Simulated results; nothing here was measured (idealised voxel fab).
process module | voxel tone inversion
cross-section cut | 280 nm wide | cells 5 nm
A cross-section is a grid of square cells, given in bands from the top down. A band is one or more rows of cells.
Each band's line starts with the height of the band's top and of its bottom, in nm. Then come its materials from left to right, each with its width in nm. One material with "throughout" fills the band from edge to edge. "air" is empty space.
Height 0 is the level under which the wafer as received is all one material. The lowest band goes on downwards, as in "0 down".
A width such as "30 to 40" changes by the same amount from each row of cells to the next, from the band's top row to its bottom row.
"no change" after a step means that no cell of the cross-section changed.
closed voids: empty space of 8 cells or more with no open way to the top, each as width x height at its distance from the left edge, in nm
after a step's settings: what the simulator itself notes on the step
overlay nm, on a step with a mask: how far to the right of its planned place the mask lay; to the left if negative
plan
1 op RECEIVE | material Si
2 op CONFORMAL_DEP | material SiN | thk nm 10
3 op DIRECTIONAL_DEP | material aC | thk nm 20
4 op PATTERN | tone cover | mask id POSTS | material resist | width nm 20 | pitch nm 40 | thk nm 30 | overlay nm 0
5 op DIRECTIONAL_ETCH | etch materials aC | depth nm 20
6 op STRIP | etch materials resist
7 op FILL_DEP | material lowk | thk nm 5
8 op CMP | height nm 30
9 op STRIP | etch materials aC
10 op CONFORMAL_DEP | material TiN | thk nm 5
11 op FILL_DEP | material Ru | thk nm 5
12 op CMP | height nm 30
13 op CONFORMAL_DEP | material SiCN | thk nm 5
as received, after step 1
  0 down: Si throughout
  closed voids: none
first wafer at the end, as planned
  35 to 30: SiCN throughout
  30 to 15: lowk 90 | TiN 5 | Ru 10 | TiN 5 | lowk 20 | TiN 5 | Ru 10 | TiN 5 | lowk 20 | TiN 5 | Ru 10 | TiN 5 | lowk 90
  15 to 10: lowk 90 | TiN 20 | lowk 20 | TiN 20 | lowk 20 | TiN 20 | lowk 90
  10 to 0: SiN throughout
  0 down: Si throughout
  closed voids: none
second wafer at the end: like start, like plan, one mistake
  35 to 30: SiCN throughout
  30 to 25: lowk throughout
  25 to 10: lowk 90 | aC 20 | lowk 20 | aC 20 | lowk 20 | aC 20 | lowk 90
  10 to 0: SiN throughout
  0 down: Si throughout
  closed voids: none
what went wrong: step 3 ran as: op DIRECTIONAL_DEP | material aC | thk nm 15
at the end the second wafer has, in cells: 18 fewer of Ru | 30 fewer of TiN | 36 more of aC | 12 more of lowk
